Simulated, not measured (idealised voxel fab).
Name of the process module below: voxel plated lines
Square cells of 5 nm make up the cross-section cut, whose width is 270 nm.
A cross-section in this document is a grid of square cells, and it is written down as bands, the top band listed before the ones below it; a band is made up of one or more rows of cells. What a band's entry tells you: where the top is and where the bottom is, as heights in nm, and after that what lies inside, material by material from left to right, each with its width in nm. Empty space is written as the word "blank", and a single material marked with the word "all across" occupies the band from edge to edge. The reference from which all heights are counted is 0, the level beneath which the as-received wafer is entirely one material; the lowest band, having no lower bound, proceeds downward and is written after the example "0 and below". The two numbers in a width such as "30..40" mark its ends across the band: the first belongs to the top row of cells, the second to the bottom row, and from each row to the next the width moves by the same amount. Where the words "no modification" appear for a step, the cross-section shows no cell changed by that step; every cell remained as before. Enclosed voids (no open way to top), threshold 8 cells or more, entry "Trapped void list", notation width x height at distance, distance from left edge, nm. Where a step's line continues beyond its settings, the continuation is a remark by the simulator itself on that step. "overlay nm" denotes, for a step that has a mask, the displacement of the mask to the right of its planned place, with negative values corresponding to the left.
The following list gives the planned process steps:
step 1: RECEIVE with material Si
step 2: CONFORMAL_DEP with material SiO2, thk nm 10
step 3: DIRECTIONAL_DEP with material TiN, thk nm 5
step 4: PATTERN with tone open, mask id LINES, material resist, width nm 25, pitch nm 40, thk nm 20, overlay nm 0
step 5: EPI with material Ru, thk nm 5
step 6: STRIP with etch materials resist
step 7: DIRECTIONAL_ETCH with etch materials TiN, depth nm 5
step 8: CONFORMAL_DEP with material SiN, thk nm 5
Wafer at receipt (post step 1), cross-section:
  0 and below = Si all across
  Trapped void list: none
This is how the wafer looks in cross-section once the module is done, given the starting state and plan above and one mistake in carrying the plan out:
  25 down to 15 = 75 nm blank, 35 nm Ru, 5 nm blank, 35 nm Ru, 5 nm blank, 35 nm Ru, 80 nm blank
  15 down to 10 = 80 nm Ru, 25 nm TiN, 15 nm Ru, 25 nm TiN, 15 nm Ru, 25 nm TiN, 85 nm Ru
  10 down to 0 = SiO2 all across
  0 and below = Si all across
  Trapped void list: none
Heads up, the wafer didn't run the way we planned it: step 8 did not happen as planned, as run it was CONFORMAL_DEP with material Ru, thk nm 5
